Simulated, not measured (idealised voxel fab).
The process module presented herein is designated voxel self aligned contacts.
Shown is cross-section cut, with a width of 195 nm and square cells of size 5 nm.
If you're reading a cross-section in this doc, picture square cells in a grid; it comes to you as bands, top ones listed first down to the bottom, and a band can be one or more rows of cells. The entry gives the band's vertical extent as a top height and a bottom height in nm, then its horizontal make-up as materials from left to right, each with a width in nm. "air" stands for empty space; a single material marked "all across" fills the band edge to edge. Height 0 is the level under which the wafer as received is all one material. The lowest band goes on downwards, as in "0 and below". A width such as "30->40" changes by the same amount from each row of cells to the next, from the band's top row to its bottom row. No cell of the cross-section changed in a step that is given as "nothing altered". "Closed voids list" lists enclosed empty spaces (at least 8 cells, no open path upward to the top), each as width x height at distance from the left edge, in nm. That trailing text on a step's line, after the settings, is the simulator's own remark on the step. Among the settings permitted on a step's line is "overlay nm"; applied to a step with a mask, it specifies the extent to which the mask lay to the right of its planned position, whereas a negative figure signifies a position to the left.

**Intended process steps**
| 1 | op RECEIVE | material Si |
| 2 | op OXIDIZE | depth nm 5 |
| 3 | op DIRECTIONAL_DEP | material polySi | thk nm 30 |
| 4 | op DIRECTIONAL_DEP | material SiN | thk nm 25 |
| 5 | op PATTERN | tone cover | mask id GATE | material resist | width nm 30 | pitch nm 75 | thk nm 15 | overlay nm 0 |
| 6 | op DIRECTIONAL_ETCH | etch materials SiN | depth nm 25 |
| 7 | op DIRECTIONAL_ETCH | etch materials polySi | depth nm 30 |
| 8 | op STRIP | etch materials resist |
| 9 | op CONFORMAL_DEP | material SiN | thk nm 10 |
| 10 | op DIRECTIONAL_ETCH | etch materials SiN | depth nm 10 |
| 11 | op FILL_DEP | material SiO2 | thk nm 20 |
| 12 | op CMP | height nm 65 |
| 13 | op MASKED_ETCH | tone open | mask id CONTACT | width nm 55 | etch materials SiO2 | depth nm 70 | overlay nm 0 |
| 14 | op CONFORMAL_DEP | material TiN | thk nm 5 |
| 15 | op FILL_DEP | material W | thk nm 5 |
| 16 | op CMP | height nm 65 |
| 17 | op CONFORMAL_DEP | material SiCN | thk nm 5 |

**Cross-section of the wafer as it came to us, i.e., already through step 1**
  0 and below | Si all across
  Closed voids list: none

**First wafer of two, sectioned at end of module; run went per plan**
  70 down to 65 | SiCN all across
  65 down to 55 | 70 SiO2 | 5->20 TiN | 45->15 W | 5->20 TiN | 70 SiO2
  55 down to 30 | 35 SiO2 | 50 SiN | 5 TiN | 15 W | 5 TiN | 50 SiN | 35 SiO2
  30 down to 0 | 35 SiO2 | 10 SiN | 30 polySi | 10 SiN | 5 TiN | 15 W | 5 TiN | 10 SiN | 30 polySi | 10 SiN | 35 SiO2
  0 down to -5 | 85 SiO2 | 25 TiN | 85 SiO2
  -5 and below | Si all across
  Closed voids list: none

**Second wafer through the module, sectioned at the end: same beginning and same plan as the first wafer, with one mistake in carrying it out**
  70 down to 65 | SiCN all across
  65 down to 55 | 70 SiO2 | 5->25 TiN | 45->5 W | 5->25 TiN | 70 SiO2
  55 down to 30 | 30 SiO2 | 60 SiN | 5 TiN | 5 W | 5 TiN | 60 SiN | 30 SiO2
  30 down to 0 | 30 SiO2 | 10 SiN | 40 polySi | 10 SiN | 5 TiN | 5 W | 5 TiN | 10 SiN | 40 polySi | 10 SiN | 30 SiO2
  0 down to -5 | 90 SiO2 | 15 TiN | 90 SiO2
  -5 and below | Si all across
  Closed voids list: none
Finding, execution versus plan: contrary to plan, step 5 was performed as op PATTERN | tone cover | mask id GATE | material resist | width nm 40 | pitch nm 75 | thk nm 15 | overlay nm 0
Final difference in cells, second wafer against first, listed per material as more or fewer: +20 SiN; -20 SiO2; -24 W; +24 polySi
